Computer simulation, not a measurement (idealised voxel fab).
This section sets out a process module, namely voxel capacitor over wiring.
Section shown: cut. Width: 170 nm. Cell size: 5 nm, square.
If you're reading a cross-section in this doc, picture square cells in a grid; it comes to you as bands, top ones listed first down to the bottom, and a band can be one or more rows of cells. For a band, the entry starts with two heights in nm, that of the top and then that of the bottom, and carries on with the band's materials in order from left to right, each alongside its width in nm; the word "all across" beside a single material means it fills the band edge to edge, and "air" means empty space. Beneath 0, the wafer as received is one material, and that level is where height counting begins. The lowest band goes on downward without a bottom; it is written like "0 and below". Per-row width for "30->40": begins at first number (top row of band), ends at second number (bottom row), increment between rows held constant. Step marked "nothing different"? Then no cell in the cross-section changed in it. Heads up: "Closed void list" only lists the empty pockets with no open path to the top that are 8 cells or more, and it writes them as width x height at distance, distance from the left edge, in nm. Heads up: the bit after the settings on a step's line is the simulator's remark on that step. For masked steps, "overlay nm" on the step line gives how far right of plan the mask actually lay; a minus sign means it lay to the left.

Here's what the planned process steps look like:
1. RECEIVE,material Si
2. CONFORMAL_DEP,material SiO2,thk nm 10
3. DIRECTIONAL_DEP,material TiN,thk nm 5
4. DIRECTIONAL_DEP,material Ru,thk nm 15
5. PATTERN,tone cover,mask id METAL_1,material resist,width nm 25,pitch nm 85,thk nm 15,overlay nm 0
6. DIRECTIONAL_ETCH,etch materials Ru,depth nm 15
7. DIRECTIONAL_ETCH,etch materials TiN,depth nm 5
8. STRIP,etch materials resist
9. FILL_DEP,material lowk,thk nm 10
10. CMP,height nm 30
11. CONFORMAL_DEP,material SiCN,thk nm 5
12. DIRECTIONAL_DEP,material lowk,thk nm 10
13. PATTERN,tone open,mask id PLUG_1,material resist,width nm 15,thk nm 15,overlay nm 0
14. DIRECTIONAL_ETCH,etch materials lowk,depth nm 10
15. DIRECTIONAL_ETCH,etch materials SiCN,depth nm 5
16. STRIP,etch materials resist
17. EPI,material Ru,thk nm 10
18. EPI,material Ru,thk nm 5
19. DIRECTIONAL_DEP,material TiN,thk nm 10
20. DIRECTIONAL_DEP,material Al2O3,thk nm 5
21. DIRECTIONAL_DEP,material TiN,thk nm 5
22. MASKED_ETCH,tone cover,mask id UPPER_PLATE,width nm 65,etch materials TiN,depth nm 5,overlay nm 0
23. MASKED_ETCH,tone cover,mask id UPPER_PLATE,width nm 65,etch materials Al2O3,depth nm 5,overlay nm 0
24. DIRECTIONAL_DEP,material aC,thk nm 15
25. PATTERN,tone cover,mask id LOWER_PLATE,material resist,width nm 75,thk nm 35,overlay nm 0
26. DIRECTIONAL_ETCH,etch materials aC,depth nm 15
27. STRIP,etch materials resist
28. DIRECTIONAL_ETCH,etch materials TiN,depth nm 10
29. STRIP,etch materials aC
30. FILL_DEP,material SiO2,thk nm 20
31. CMP,height nm 80
32. DIRECTIONAL_DEP,material aC,thk nm 15
33. PATTERN,tone open,mask id PLUG_2,material resist,width nm 15,thk nm 30,overlay nm 0
34. DIRECTIONAL_ETCH,etch materials aC,depth nm 15
35. STRIP,etch materials resist
36. DIRECTIONAL_ETCH,etch materials SiO2,depth nm 15
37. STRIP,etch materials aC
38. CONFORMAL_DEP,material TiN,thk nm 5
39. FILL_DEP,material Cu,thk nm 5
40. CMP,height nm 80
41. CONFORMAL_DEP,material SiN,thk nm 5

Step 1 complete: cross-section of the wafer as received:
> 0 and below = Si all across
> Closed void list: none

Cross-sectional image of the first of two wafers at the end of the module, the run having proceeded as planned:
> 85 down to 80 = SiN all across
> 80 down to 70 = SiO2: 50 | TiN: 5 | Cu: 5 | TiN: 5 | SiO2: 105
> 70 down to 60 = SiO2: 50->40 | TiN: 15->65 | SiO2: 105->65
> 60 down to 55 = SiO2: 40 | Al2O3: 65 | SiO2: 65
> 55 down to 45 = SiO2: 35 | TiN: 75 | SiO2: 60
> 45 down to 35 = lowk: 40 | Ru: 15 | lowk: 115
> 35 down to 30 = SiCN: 40 | Ru: 15 | SiCN: 115
> 30 down to 15 = lowk: 30 | Ru: 25 | lowk: 60 | Ru: 25 | lowk: 30
> 15 down to 10 = lowk: 30 | TiN: 25 | lowk: 60 | TiN: 25 | lowk: 30
> 10 down to 0 = SiO2 all across
> 0 and below = Si all across
> Closed void list: none

This cross-section belongs to the second wafer of two at the end of the module; the start and the plan were shared with the first, and the run included one mistake:
> 75 down to 70 = SiN all across
> 70 down to 60 = SiO2: 50->40 | TiN: 15->65 | SiO2: 105->65
> 60 down to 55 = SiO2: 40 | Al2O3: 65 | SiO2: 65
> 55 down to 45 = SiO2: 35 | TiN: 75 | SiO2: 60
> 45 down to 35 = lowk: 40 | Ru: 15 | lowk: 115
> 35 down to 30 = SiCN: 40 | Ru: 15 | SiCN: 115
> 30 down to 15 = lowk: 30 | Ru: 25 | lowk: 60 | Ru: 25 | lowk: 30
> 15 down to 10 = lowk: 30 | TiN: 25 | lowk: 60 | TiN: 25 | lowk: 30
> 10 down to 0 = SiO2 all across
> 0 and below = Si all across
> Closed void list: none
What was done differently from what was planned? not per plan at step 40, really ran CMP,height nm 70
The second wafer ends with more or fewer cells of some materials than the first, per final count: Cu: 2 fewer, SiO2: 62 fewer, TiN: 4 fewer
